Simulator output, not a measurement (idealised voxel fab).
Module name: voxel transistor to metal (process module)
FYI the section here is cut, 190 nm wide, cells are 5 nm squares.
Notation: cross-section as square-cell grid; stated in bands, top first, going down; one or more cell rows per band.
Per band: top height and bottom height in nm, followed by the left-to-right materials and their widths in nm; "edge to edge" marks a single material spanning edge to edge, "air" marks empty space.
All heights in this document are referenced to 0, defined as the level beneath which the wafer, as received, consists entirely of one material. The lowest band is not bounded below; it extends indefinitely downward and is written in the form "0 -> down".
So if you see something like "30 to 40" for the width, read it as the top row of the band sitting at the first number and the bottom row at the second, with every row in between moving by the same amount as the last.
The cross-section has no changed cell in any step marked "remained the same".
Entrapped void list: empty space of 8 cells or more with no open way to the top, each as width x height at its distance from the left edge, in nm
On each step's line, the part that comes after the settings is the simulator's own comment on the step.
If you see "overlay nm" on a step's line and that step has a mask, it's telling you how far right of where it was planned the mask ended up; a negative number means it went left instead.
[Planned process steps]
1 RECEIVE,material Si
2 OXIDIZE,depth nm 5
3 CONFORMAL_DEP,material SiN,thk nm 15
4 PATTERN,tone cover,mask id ACTIVE,material resist,width nm 105,thk nm 20,overlay nm 0
5 DIRECTIONAL_ETCH,etch materials SiN,depth nm 15
6 DIRECTIONAL_ETCH,etch materials SiO2,depth nm 5
7 DIRECTIONAL_ETCH,etch materials Si,depth nm 30
8 STRIP,etch materials resist
9 FILL_DEP,material SiO2,thk nm 10
10 CMP,height nm 15
11 SELECTIVE_ETCH,etch materials SiO2,depth nm 5
12 STRIP,etch materials SiN
13 SELECTIVE_ETCH,etch materials SiO2,depth nm 5
14 OXIDIZE,depth nm 5
15 DIRECTIONAL_DEP,material polySi,thk nm 30
16 DIRECTIONAL_DEP,material SiCN,thk nm 15
17 DIRECTIONAL_DEP,material aC,thk nm 10
18 PATTERN,tone cover,mask id GATE,material resist,width nm 35,thk nm 25,overlay nm 0
19 DIRECTIONAL_ETCH,etch materials aC,depth nm 10
20 STRIP,etch materials resist
21 DIRECTIONAL_ETCH,etch materials SiCN,depth nm 25
22 DIRECTIONAL_ETCH,etch materials polySi,depth nm 40
23 STRIP,etch materials aC
24 CONFORMAL_DEP,material SiO2,thk nm 5
25 DIRECTIONAL_ETCH,etch materials SiO2,depth nm 5
26 CONFORMAL_DEP,material SiN,thk nm 10
27 DIRECTIONAL_ETCH,etch materials SiN,depth nm 10
28 DIRECTIONAL_ETCH,etch materials SiO2,depth nm 5
29 DIRECTIONAL_ETCH,etch materials Si,depth nm 10
30 EPI,material pSi,thk nm 15
31 FILL_DEP,material SiO2,thk nm 10
32 CMP,height nm 25
33 STRIP,etch materials polySi
34 SELECTIVE_ETCH,etch materials SiO2,depth nm 5
35 CONFORMAL_DEP,material HfO2,thk nm 5
36 CONFORMAL_DEP,material TiN,thk nm 5
37 FILL_DEP,material W,thk nm 10
38 CMP,height nm 20
39 DIRECTIONAL_DEP,material SiO2,thk nm 10
40 MASKED_ETCH,tone open,mask id CONTACT,width nm 15,pitch nm 80,etch materials SiO2,depth nm 25,overlay nm 0
41 CONFORMAL_DEP,material TiN,thk nm 5
42 FILL_DEP,material Ru,thk nm 5
43 CMP,height nm 30
44 DIRECTIONAL_DEP,material TiN,thk nm 5
45 DIRECTIONAL_DEP,material W,thk nm 15
46 DIRECTIONAL_DEP,material aC,thk nm 10
47 PATTERN,tone cover,mask id METAL_1,material resist,width nm 15,pitch nm 80,thk nm 25,overlay nm 0
48 DIRECTIONAL_ETCH,etch materials aC,depth nm 10
49 STRIP,etch materials resist
50 DIRECTIONAL_ETCH,etch materials W,depth nm 15
51 DIRECTIONAL_ETCH,etch materials TiN,depth nm 5
52 STRIP,etch materials aC
53 FILL_DEP,material lowk,thk nm 5
54 CMP,height nm 50
55 CONFORMAL_DEP,material SiCN,thk nm 5
[As received (post step 1): cross-section]
  0 -> down: Si edge to edge
  Entrapped void list: none
[Sectioned view, first of two wafers, at the close of the module, processed as intended in the plan]
  55 -> 50: SiCN edge to edge
  50 -> 35: lowk 45 nm, W 15 nm, lowk 65 nm, W 15 nm, lowk 50 nm
  35 -> 30: lowk 45 nm, TiN 15 nm, lowk 65 nm, TiN 15 nm, lowk 50 nm
  30 -> 20: SiO2 45 nm, TiN 5 nm, Ru 5 nm, TiN 5 nm, SiO2 65 nm, TiN 5 nm, Ru 5 nm, TiN 5 nm, SiO2 50 nm
  20 -> 10: SiO2 45 nm, TiN 5 nm, Ru 5 nm, TiN 5 nm, SiN 10 nm, HfO2 5 nm, TiN 5 nm, W 25 nm, TiN 5 nm, HfO2 5 nm, SiN 10 nm, TiN 5 nm, Ru 5 nm, TiN 5 nm, SiO2 50 nm
  10 -> 5: SiO2 45 nm, TiN 15 nm, SiN 10 nm, HfO2 5 nm, TiN 5 nm, W 25 nm, TiN 5 nm, HfO2 5 nm, SiN 10 nm, TiN 15 nm, SiO2 50 nm
  5 -> 0: SiO2 40 nm, SiN 10 nm, pSi 10 nm, SiN 10 nm, HfO2 5 nm, TiN 5 nm, W 25 nm, TiN 5 nm, HfO2 5 nm, SiN 10 nm, pSi 10 nm, SiN 10 nm, SiO2 45 nm
  0 -> -5: SiO2 40 nm, SiN 10 nm, pSi 10 nm, SiN 10 nm, HfO2 5 nm, TiN 35 nm, HfO2 5 nm, SiN 10 nm, pSi 10 nm, SiN 10 nm, SiO2 45 nm
  -5 -> -10: SiO2 50 nm, pSi 10 nm, SiO2 10 nm, HfO2 45 nm, SiO2 10 nm, pSi 10 nm, SiO2 55 nm
  -10 -> -20: SiO2 40 nm, Si 10 nm, pSi 10 nm, Si 65 nm, pSi 10 nm, Si 10 nm, SiO2 45 nm
  -20 -> -35: SiO2 40 nm, Si 105 nm, SiO2 45 nm
  -35 -> down: Si edge to edge
  Entrapped void list: none
[This cross-section belongs to the second wafer of two at the end of the module; the start and the plan were shared with the first, and the run included one mistake]
  55 -> 50: SiCN edge to edge
  50 -> 35: lowk 45 nm, W 15 nm, lowk 65 nm, W 15 nm, lowk 50 nm
  35 -> 30: lowk 45 nm, TiN 15 nm, lowk 65 nm, TiN 15 nm, lowk 50 nm
  30 -> 25: SiO2 45 nm, TiN 5 nm, Ru 5 nm, TiN 5 nm, SiO2 65 nm, TiN 5 nm, Ru 5 nm, TiN 5 nm, SiO2 50 nm
  25 -> 20: SiO2 45 nm, TiN 15 nm, SiO2 65 nm, TiN 15 nm, SiO2 50 nm
  20 -> 15: HfO2 60 nm, SiN 10 nm, HfO2 5 nm, TiN 5 nm, W 25 nm, TiN 5 nm, HfO2 5 nm, SiN 10 nm, HfO2 65 nm
  15 -> 5: SiO2 60 nm, SiN 10 nm, HfO2 5 nm, TiN 5 nm, W 25 nm, TiN 5 nm, HfO2 5 nm, SiN 10 nm, SiO2 65 nm
  5 -> 0: SiO2 40 nm, SiN 10 nm, pSi 10 nm, SiN 10 nm, HfO2 5 nm, TiN 5 nm, W 25 nm, TiN 5 nm, HfO2 5 nm, SiN 10 nm, pSi 10 nm, SiN 10 nm, SiO2 45 nm
  0 -> -5: SiO2 40 nm, SiN 10 nm, pSi 10 nm, SiN 10 nm, HfO2 5 nm, TiN 35 nm, HfO2 5 nm, SiN 10 nm, pSi 10 nm, SiN 10 nm, SiO2 45 nm
  -5 -> -10: SiO2 50 nm, pSi 10 nm, SiO2 10 nm, HfO2 45 nm, SiO2 10 nm, pSi 10 nm, SiO2 55 nm
  -10 -> -20: SiO2 40 nm, Si 10 nm, pSi 10 nm, Si 65 nm, pSi 10 nm, Si 10 nm, SiO2 45 nm
  -20 -> -35: SiO2 40 nm, Si 105 nm, SiO2 45 nm
  -35 -> down: Si edge to edge
  Entrapped void list: none
Plan not followed: note that step 32 departed from the planned setting and was carried out as CMP,height nm 20
It is noted that, at the conclusion of processing, the second wafer exhibits a higher or lower cell count for certain materials relative to the first: HfO2 +25, Ru -6, SiO2 -7, TiN -12
